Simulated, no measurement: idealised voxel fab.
process module | voxel fin reveal
cross-section cut | 275 nm wide | cells 5 nm
A cross-section is a grid of square cells, given in bands from the top down. A band is one or more rows of cells.
Each band's line starts with the height of the band's top and of its bottom, in nm. Then come its materials from left to right, each with its width in nm. One material with "throughout" fills the band from edge to edge. "air" is empty space.
Height 0 is the level under which the wafer as received is all one material. The lowest band goes on downwards, as in "0 down".
A width such as "30 to 40" changes by the same amount from each row of cells to the next, from the band's top row to its bottom row.
"no change" after a step means that no cell of the cross-section changed.
closed voids: empty space of 8 cells or more with no open way to the top, each as width x height at its distance from the left edge, in nm
after a step's settings: what the simulator itself notes on the step
overlay nm, on a step with a mask: how far to the right of its planned place the mask lay; to the left if negative
plan
1 op RECEIVE | material Si
2 op CONFORMAL_DEP | material SiN | thk nm 5
3 op MASKED_ETCH | tone cover | mask id FINS | width nm 15 | pitch nm 40 | etch materials SiN | depth nm 5 | overlay nm 0
4 op MASKED_ETCH | tone cover | mask id FINS | width nm 15 | pitch nm 40 | etch materials Si | depth nm 30 | overlay nm 0
5 op OXIDIZE | depth nm 5
6 op FILL_DEP | material SiO2 | thk nm 15
7 op CMP | height nm 5
8 op SELECTIVE_ETCH | etch materials SiO2 | depth nm 15
9 op STRIP | etch materials SiN
10 op CONFORMAL_DEP | material SiO2 | thk nm 5
as received, after step 1
  0 down: Si throughout
  closed voids: none
first wafer at the end, as planned
  5 to 0: air 110 | SiO2 15 | air 25 | SiO2 15 | air 110
  0 to -5: air 110 | SiO2 5 | Si 5 | SiO2 5 | air 25 | SiO2 5 | Si 5 | SiO2 5 | air 110
  -5 to -35: SiO2 115 | Si 5 | SiO2 35 | Si 5 | SiO2 115
  -35 down: Si throughout
  closed voids: none
second wafer at the end: like start, like plan, one mistake
  0 to -10: air 115 | Si 5 | air 35 | Si 5 | air 115
  -10 to -35: SiO2 115 | Si 5 | SiO2 35 | Si 5 | SiO2 115
  -35 down: Si throughout
  closed voids: none
what went wrong: step 10 was left out
at the end the second wafer has, in cells: 63 fewer of SiO2
